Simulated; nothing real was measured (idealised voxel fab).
process module | voxel wiring stack
cross-section cut | 195 nm wide | cells 5 nm
A cross-section is a grid of square cells, given in bands from the top down. A band is one or more rows of cells.
Each band's line starts with the height of the band's top and of its bottom, in nm. Then come its materials from left to right, each with its width in nm. One material with "throughout" fills the band from edge to edge. "air" is empty space.
Height 0 is the level under which the wafer as received is all one material. The lowest band goes on downwards, as in "0 down".
A width such as "30 to 40" changes by the same amount from each row of cells to the next, from the band's top row to its bottom row.
"no change" after a step means that no cell of the cross-section changed.
closed voids: empty space of 8 cells or more with no open way to the top, each as width x height at its distance from the left edge, in nm
after a step's settings: what the simulator itself notes on the step
overlay nm, on a step with a mask: how far to the right of its planned place the mask lay; to the left if negative
plan
1 op RECEIVE | material Si
2 op CONFORMAL_DEP | material SiO2 | thk nm 15
3 op DIRECTIONAL_DEP | material TiN | thk nm 5
4 op DIRECTIONAL_DEP | material Ru | thk nm 20
5 op PATTERN | tone cover | mask id METAL_1 | material resist | width nm 20 | pitch nm 45 | thk nm 20 | overlay nm 0
6 op DIRECTIONAL_ETCH | etch materials Ru | depth nm 20
7 op DIRECTIONAL_ETCH | etch materials TiN | depth nm 5
8 op STRIP | etch materials resist
9 op FILL_DEP | material lowk | thk nm 10
10 op CMP | height nm 40
11 op CONFORMAL_DEP | material SiCN | thk nm 5
12 op DIRECTIONAL_DEP | material lowk | thk nm 15
13 op DIRECTIONAL_DEP | material aC | thk nm 15
14 op PATTERN | tone open | mask id PLUG_1 | material resist | width nm 15 | pitch nm 45 | thk nm 35 | overlay nm 0
15 op DIRECTIONAL_ETCH | etch materials aC | depth nm 15
16 op STRIP | etch materials resist
17 op DIRECTIONAL_ETCH | etch materials lowk | depth nm 15
18 op DIRECTIONAL_ETCH | etch materials SiCN | depth nm 5
19 op STRIP | etch materials aC
20 op EPI | material Ru | thk nm 10
21 op EPI | material Ru | thk nm 10
22 op CONFORMAL_DEP | material SiN | thk nm 5
23 op DIRECTIONAL_DEP | material SiO2 | thk nm 15
24 op DIRECTIONAL_DEP | material aC | thk nm 10
25 op PATTERN | tone open | mask id METAL_2 | material resist | width nm 20 | pitch nm 45 | thk nm 30 | overlay nm 0
26 op DIRECTIONAL_ETCH | etch materials aC | depth nm 10
27 op STRIP | etch materials resist
28 op DIRECTIONAL_ETCH | etch materials SiO2 | depth nm 15
29 op DIRECTIONAL_ETCH | etch materials SiN | depth nm 5
30 op STRIP | etch materials aC
31 op CONFORMAL_DEP | material TiN | thk nm 5
32 op FILL_DEP | material Cu | thk nm 10
33 op CMP | height nm 80
34 op CONFORMAL_DEP | material SiCN | thk nm 5
35 op DIRECTIONAL_DEP | material lowk | thk nm 30
36 op DIRECTIONAL_DEP | material aC | thk nm 15
37 op PATTERN | tone open | mask id METAL_3 | material resist | width nm 20 | pitch nm 45 | thk nm 35 | overlay nm 0
38 op DIRECTIONAL_ETCH | etch materials aC | depth nm 15
39 op STRIP | etch materials resist
40 op DIRECTIONAL_ETCH | etch materials lowk | depth nm 15
41 op STRIP | etch materials aC
42 op MASKED_ETCH | tone open | mask id METAL_3_HOLES | width nm 15 | pitch nm 45 | etch materials lowk | depth nm 15 | overlay nm 0
43 op MASKED_ETCH | tone open | mask id METAL_3_HOLES | width nm 15 | pitch nm 45 | etch materials SiCN | depth nm 5 | overlay nm 0
44 op CONFORMAL_DEP | material TiN | thk nm 5
45 op FILL_DEP | material Cu | thk nm 5
46 op CMP | height nm 115
47 op CONFORMAL_DEP | material SiCN | thk nm 5
48 op DIRECTIONAL_DEP | material lowk | thk nm 10
49 op MASKED_ETCH | tone open | mask id PLUG_3 | width nm 15 | pitch nm 45 | etch materials lowk | depth nm 10 | overlay nm 0
50 op MASKED_ETCH | tone open | mask id PLUG_3 | width nm 15 | pitch nm 45 | etch materials SiCN | depth nm 5 | overlay nm 0
51 op CONFORMAL_DEP | material TiN | thk nm 5
52 op FILL_DEP | material Cu | thk nm 5
53 op CMP | height nm 130
54 op CONFORMAL_DEP | material SiCN | thk nm 5
55 op DIRECTIONAL_DEP | material SiO2 | thk nm 25
56 op DIRECTIONAL_DEP | material aC | thk nm 10
57 op PATTERN | tone open | mask id METAL_4 | material resist | width nm 20 | pitch nm 45 | thk nm 25 | overlay nm 0
58 op DIRECTIONAL_ETCH | etch materials aC | depth nm 10
59 op STRIP | etch materials resist
60 op DIRECTIONAL_ETCH | etch materials SiO2 | depth nm 25
61 op DIRECTIONAL_ETCH | etch materials SiCN | depth nm 5
62 op STRIP | etch materials aC
63 op CONFORMAL_DEP | material TiN | thk nm 5
64 op FILL_DEP | material Cu | thk nm 5
65 op CMP | height nm 160
66 op CONFORMAL_DEP | material SiCN | thk nm 5
as received, after step 1
  0 down: Si throughout
  closed voids: none
first wafer at the end, as planned
  165 to 160: SiCN throughout
  160 to 135: SiO2 40 | TiN 5 | Cu 10 | TiN 5 | SiO2 25 | TiN 5 | Cu 10 | TiN 5 | SiO2 25 | TiN 5 | Cu 10 | TiN 5 | SiO2 45
  135 to 130: SiCN 40 | TiN 20 | SiCN 25 | TiN 20 | SiCN 25 | TiN 20 | SiCN 45
  130 to 120: lowk 40 | TiN 5 | Cu 5 | TiN 5 | lowk 30 | TiN 5 | Cu 5 | TiN 5 | lowk 30 | TiN 5 | Cu 5 | TiN 5 | lowk 50
  120 to 115: SiCN 40 | TiN 15 | SiCN 30 | TiN 15 | SiCN 30 | TiN 15 | SiCN 50
  115 to 105: lowk 40 | TiN 5 | Cu 10 | TiN 5 | lowk 25 | TiN 5 | Cu 10 | TiN 5 | lowk 25 | TiN 5 | Cu 10 | TiN 5 | lowk 45
  105 to 100: lowk 40 | TiN 5 | Cu 5 | TiN 10 | lowk 25 | TiN 5 | Cu 5 | TiN 10 | lowk 25 | TiN 5 | Cu 5 | TiN 10 | lowk 45
  100 to 85: lowk 40 | TiN 5 | Cu 5 | TiN 5 | lowk 30 | TiN 5 | Cu 5 | TiN 5 | lowk 30 | TiN 5 | Cu 5 | TiN 5 | lowk 50
  85 to 80: SiCN 40 | TiN 15 | SiCN 30 | TiN 15 | SiCN 30 | TiN 15 | SiCN 50
  80 to 65: SiO2 40 | TiN 5 | Cu 10 | TiN 5 | SiO2 25 | TiN 5 | Cu 10 | TiN 5 | SiO2 25 | TiN 5 | Cu 10 | TiN 5 | SiO2 45
  65 to 60: SiN 40 | TiN 20 | SiN 25 | TiN 20 | SiN 25 | TiN 20 | SiN 45
  60 to 45: lowk 40 | Ru 15 | lowk 30 | Ru 15 | lowk 30 | Ru 15 | lowk 50
  45 to 40: SiCN 40 | Ru 15 | SiCN 30 | Ru 15 | SiCN 30 | Ru 15 | SiCN 50
  40 to 20: lowk 40 | Ru 20 | lowk 25 | Ru 20 | lowk 25 | Ru 20 | lowk 45
  20 to 15: lowk 40 | TiN 20 | lowk 25 | TiN 20 | lowk 25 | TiN 20 | lowk 45
  15 to 0: SiO2 throughout
  0 down: Si throughout
  closed voids: none
second wafer at the end: like start, like plan, one mistake
  165 to 160: SiCN throughout
  160 to 135: SiO2 40 | TiN 5 | Cu 10 | TiN 5 | SiO2 25 | TiN 5 | Cu 10 | TiN 5 | SiO2 25 | TiN 5 | Cu 10 | TiN 5 | SiO2 45
  135 to 130: SiCN 40 | TiN 20 | SiCN 25 | TiN 20 | SiCN 25 | TiN 20 | SiCN 45
  130 to 120: lowk 40 | TiN 5 | Cu 5 | TiN 5 | lowk 30 | TiN 5 | Cu 5 | TiN 5 | lowk 30 | TiN 5 | Cu 5 | TiN 5 | lowk 50
  120 to 115: SiCN 40 | TiN 15 | SiCN 30 | TiN 15 | SiCN 30 | TiN 15 | SiCN 50
  115 to 105: lowk 40 | TiN 5 | Cu 10 | TiN 5 | lowk 25 | TiN 5 | Cu 10 | TiN 5 | lowk 25 | TiN 5 | Cu 10 | TiN 5 | lowk 45
  105 to 100: lowk 40 | TiN 5 | Cu 5 | TiN 10 | lowk 25 | TiN 5 | Cu 5 | TiN 10 | lowk 25 | TiN 5 | Cu 5 | TiN 10 | lowk 45
  100 to 85: lowk 40 | TiN 5 | Cu 5 | TiN 5 | lowk 30 | TiN 5 | Cu 5 | TiN 5 | lowk 30 | TiN 5 | Cu 5 | TiN 5 | lowk 50
  85 to 80: SiCN 40 | TiN 15 | SiCN 30 | TiN 15 | SiCN 30 | TiN 15 | SiCN 50
  80 to 65: SiO2 40 | TiN 5 | Cu 10 | TiN 5 | SiO2 25 | TiN 5 | Cu 10 | TiN 5 | SiO2 25 | TiN 5 | Cu 10 | TiN 5 | SiO2 45
  65 to 60: SiN 40 | TiN 20 | SiN 25 | TiN 20 | SiN 25 | TiN 20 | SiN 45
  60 to 45: lowk 40 | Ru 15 | lowk 30 | Ru 15 | lowk 30 | Ru 15 | lowk 50
  45 to 40: SiCN 40 | Ru 15 | SiCN 30 | Ru 15 | SiCN 30 | Ru 15 | SiCN 50
  40 to 35: lowk 40 | Ru 20 | lowk 25 | Ru 20 | lowk 25 | Ru 20 | lowk 45
  35 to 30: lowk 40 | TiN 20 | lowk 25 | TiN 20 | lowk 25 | TiN 20 | lowk 45
  30 to 0: SiO2 throughout
  0 down: Si throughout
  closed voids: none
what went wrong: step 2 was run twice
at the end the second wafer has, in cells: 36 fewer of Ru | 117 more of SiO2 | 81 fewer of lowk
